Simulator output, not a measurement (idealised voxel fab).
Proc. module: voxel released beams
It is cross-section cut that appears here, measuring 190 nm in width, its square cells being 5 nm in size.
A cross-section in this document is a grid of square cells, and it is written down as bands, the top band listed before the ones below it; a band is made up of one or more rows of cells.
Top height, bottom height, nm. Materials left to right, width each, nm. Single material + "all across" = fills band edge to edge. "air" = empty.
The reference from which all heights are counted is 0, the level beneath which the as-received wafer is entirely one material; the lowest band, having no lower bound, proceeds downward and is written after the example "top 0, no bottom".
With a width like "30 to 40", each row of cells in the band differs from the next by the same amount, the top row carrying the first number and the bottom row the second.
When a step is marked "stayed the same", none of the cells in the cross-section changed during that step.
Entry "Completely enclosed voids". Content: empty spaces with no open connection to the top, size 8 cells or greater. Each: width x height at distance. Distance: from left edge. Unit: nm.
after a step's settings: what the simulator itself notes on the step
You can add "overlay nm" to a step's line. For a step with a mask, it describes how far the mask lay to the right of its planned position, and a negative number describes a lay to the left.

**Planned step list for the process**
- 1: RECEIVE (material Si)
- 2: CONFORMAL_DEP (material SiN; thk nm 5)
- 3: DIRECTIONAL_DEP (material SiO2; thk nm 20)
- 4: PATTERN (tone open; mask id ANCHOR; material resist; width nm 35; thk nm 15; overlay nm 0)
- 5: DIRECTIONAL_ETCH (etch materials SiO2; depth nm 20)
- 6: STRIP (etch materials resist)
- 7: CONFORMAL_DEP (material W; thk nm 10)
- 8: PATTERN (tone cover; mask id BEAM; material resist; width nm 120; thk nm 15; overlay nm 0)
- 9: DIRECTIONAL_ETCH (etch materials W; depth nm 10)
- 10: STRIP (etch materials resist)
- 11: STRIP (etch materials SiO2)

**Wafer at receipt (post step 1), cross-section**
	top 0, no bottom: Si all across
	Completely enclosed voids: none

**End-of-module XS, first of two wafers, run as planned**
	top 35, bottom 25: 30 nm air  15 nm W  15 nm air  90 nm W  40 nm air
	top 25, bottom 15: 35 nm air  10 nm W  15 nm air  10 nm W  120 nm air
	top 15, bottom 5: 35 nm air  35 nm W  120 nm air
	top 5, bottom 0: SiN all across
	top 0, no bottom: Si all across
	Completely enclosed voids: none

**So this is wafer number two of the two, cut at the end of the module - it started where the first did and had the same plan, we just got one thing wrong running it**
	top 35, bottom 25: 30 nm air  120 nm W  40 nm air
	top 25, bottom 0: SiN all across
	top 0, no bottom: Si all across
	Completely enclosed voids: none
Heads up, the wafer didn't run the way we planned it: step 3, actual vs plan mismatch, actual run DIRECTIONAL_DEP (material SiN; thk nm 20)
Materials where the second wafer ends with more or fewer cells than the first: SiN: 152 more, W: 16 fewer
